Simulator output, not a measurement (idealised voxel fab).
The following process module bears the name voxel fin reveal.
Square cell edge 5 nm, section width 255 nm, ID cut.
In this document a cross-section is written as a grid of square cells. It is given as a series of bands, listed from the top down, and a band is one or more rows of cells.
Within each band entry, the heights of the top and of the bottom of the band appear first, in that order and in nm; the materials of the band then follow from left to right, each with its corresponding width in nm. The designation "everywhere" on a single material indicates that it fills the band from edge to edge; the designation "blank" indicates empty space.
Height is counted from the level 0, under which the received wafer is composed throughout of one material. The lowest of the bands is not closed at the bottom but continues downward, in the notation "0 down".
When a width is written as two numbers, as in "30->40", the first number is the width in the top row of cells of the band and the second is the width in its bottom row, and the width changes by the same amount from each row to the next.
Reading "same as before" for a step: not a cell of the cross-section changed in it.
For the entry "Entrapped void list", the listed items are empty spaces with no open way to the top whose size is 8 cells or more; each item follows the pattern width x height at distance, where distance is from the left edge and all three are in nm.
Whatever follows a step's settings on its line is a remark the simulator itself makes about that step.
"overlay nm" denotes, for a step that has a mask, the displacement of the mask to the right of its planned place, with negative values corresponding to the left.

Planned process steps
- 1: RECEIVE with material Si
- 2: CONFORMAL_DEP with material SiN, thk nm 5
- 3: PATTERN with tone cover, mask id FINS, material resist, width nm 15, pitch nm 45, thk nm 15, overlay nm 0
- 4: DIRECTIONAL_ETCH with etch materials SiN, depth nm 5
- 5: DIRECTIONAL_ETCH with etch materials Si, depth nm 30
- 6: STRIP with etch materials resist
- 7: FILL_DEP with material SiO2, thk nm 5
- 8: CMP with height nm 5
- 9: SELECTIVE_ETCH with etch materials SiO2, depth nm 15
- 10: STRIP with etch materials SiN

Concerning the first of two wafers, which was run in accordance with the plan

So this is the incoming wafer in cross-section - it's already been through step 1
    0 down  Si everywhere
    Entrapped void list: none

Wafer xsec, post step 2
    5 to 0  SiN everywhere
    Under 0: no change, same as before.

Wafer xsec, post step 3
    20 to 5  blank=50; resist=15; blank=30; resist=15; blank=30; resist=15; blank=30; resist=15; blank=55
    Under 5: no change, same as before.

Wafer xsec, post step 4
    20 to 5  blank=50; resist=15; blank=30; resist=15; blank=30; resist=15; blank=30; resist=15; blank=55
    5 to 0  blank=50; SiN=15; blank=30; SiN=15; blank=30; SiN=15; blank=30; SiN=15; blank=55
    Under 0: no change, same as before.

Wafer xsec, post step 5
    20 to 5  blank=50; resist=15; blank=30; resist=15; blank=30; resist=15; blank=30; resist=15; blank=55
    5 to 0  blank=50; SiN=15; blank=30; SiN=15; blank=30; SiN=15; blank=30; SiN=15; blank=55
    0 to -30  blank=50; Si=15; blank=30; Si=15; blank=30; Si=15; blank=30; Si=15; blank=55
    Under -30: no change, same as before.

Wafer xsec, post step 6
    5 to 0  blank=50; SiN=15; blank=30; SiN=15; blank=30; SiN=15; blank=30; SiN=15; blank=55
    Under 0: no change, same as before.

Wafer xsec, post step 7
    10 to 5  SiO2 everywhere
    5 to 0  SiO2=50; SiN=15; SiO2=30; SiN=15; SiO2=30; SiN=15; SiO2=30; SiN=15; SiO2=55
    0 to -30  SiO2=50; Si=15; SiO2=30; Si=15; SiO2=30; Si=15; SiO2=30; Si=15; SiO2=55
    Under -30: no change, same as before.

Wafer xsec, post step 8
    5 to 0  SiO2=50; SiN=15; SiO2=30; SiN=15; SiO2=30; SiN=15; SiO2=30; SiN=15; SiO2=55
    Under 0: no change, same as before.

Wafer xsec, post step 9
    5 to 0  blank=50; SiN=15; blank=30; SiN=15; blank=30; SiN=15; blank=30; SiN=15; blank=55
    0 to -10  blank=50; Si=15; blank=30; Si=15; blank=30; Si=15; blank=30; Si=15; blank=55
    Under -10: no change, same as before.

Wafer xsec, post step 10
    0 to -10  blank=50; Si=15; blank=30; Si=15; blank=30; Si=15; blank=30; Si=15; blank=55
    Under -10: no change, same as before.

Second wafer. Start and plan as for the first. One mistake made in running. Agrees with the first up to and including step 2

Second wafer shown in cross-section at the time step 3 was slated to end
    20 to 5  blank=45; resist=15; blank=30; resist=15; blank=30; resist=15; blank=30; resist=15; blank=60
    Under 5: no change, same as before.

Second wafer shown in cross-section at the time step 4 was slated to end
    20 to 5  blank=45; resist=15; blank=30; resist=15; blank=30; resist=15; blank=30; resist=15; blank=60
    5 to 0  blank=45; SiN=15; blank=30; SiN=15; blank=30; SiN=15; blank=30; SiN=15; blank=60
    Under 0: no change, same as before.

Second wafer shown in cross-section at the time step 5 was slated to end
    20 to 5  blank=45; resist=15; blank=30; resist=15; blank=30; resist=15; blank=30; resist=15; blank=60
    5 to 0  blank=45; SiN=15; blank=30; SiN=15; blank=30; SiN=15; blank=30; SiN=15; blank=60
    0 to -30  blank=45; Si=15; blank=30; Si=15; blank=30; Si=15; blank=30; Si=15; blank=60
    Under -30: no change, same as before.

Second wafer shown in cross-section at the time step 6 was slated to end
    5 to 0  blank=45; SiN=15; blank=30; SiN=15; blank=30; SiN=15; blank=30; SiN=15; blank=60
    Under 0: no change, same as before.

Second wafer shown in cross-section at the time step 7 was slated to end
    10 to 5  SiO2 everywhere
    5 to 0  SiO2=45; SiN=15; SiO2=30; SiN=15; SiO2=30; SiN=15; SiO2=30; SiN=15; SiO2=60
    0 to -30  SiO2=45; Si=15; SiO2=30; Si=15; SiO2=30; Si=15; SiO2=30; Si=15; SiO2=60
    Under -30: no change, same as before.

Second wafer shown in cross-section at the time step 8 was slated to end
    5 to 0  SiO2=45; SiN=15; SiO2=30; SiN=15; SiO2=30; SiN=15; SiO2=30; SiN=15; SiO2=60
    Under 0: no change, same as before.

Second wafer shown in cross-section at the time step 9 was slated to end
    5 to 0  blank=45; SiN=15; blank=30; SiN=15; blank=30; SiN=15; blank=30; SiN=15; blank=60
    0 to -10  blank=45; Si=15; blank=30; Si=15; blank=30; Si=15; blank=30; Si=15; blank=60
    Under -10: no change, same as before.

Second wafer shown in cross-section at the time step 10 was slated to end
    0 to -10  blank=45; Si=15; blank=30; Si=15; blank=30; Si=15; blank=30; Si=15; blank=60
    Under -10: no change, same as before.
What broke from the plan during processing? not per plan at step 3, really ran PATTERN with tone cover, mask id FINS, material resist, width nm 15, pitch nm 45, thk nm 15, overlay nm -5
In the final comparison it is observed that the number of cells assigned to each material is identical for the two wafers, whereas their placement is not.
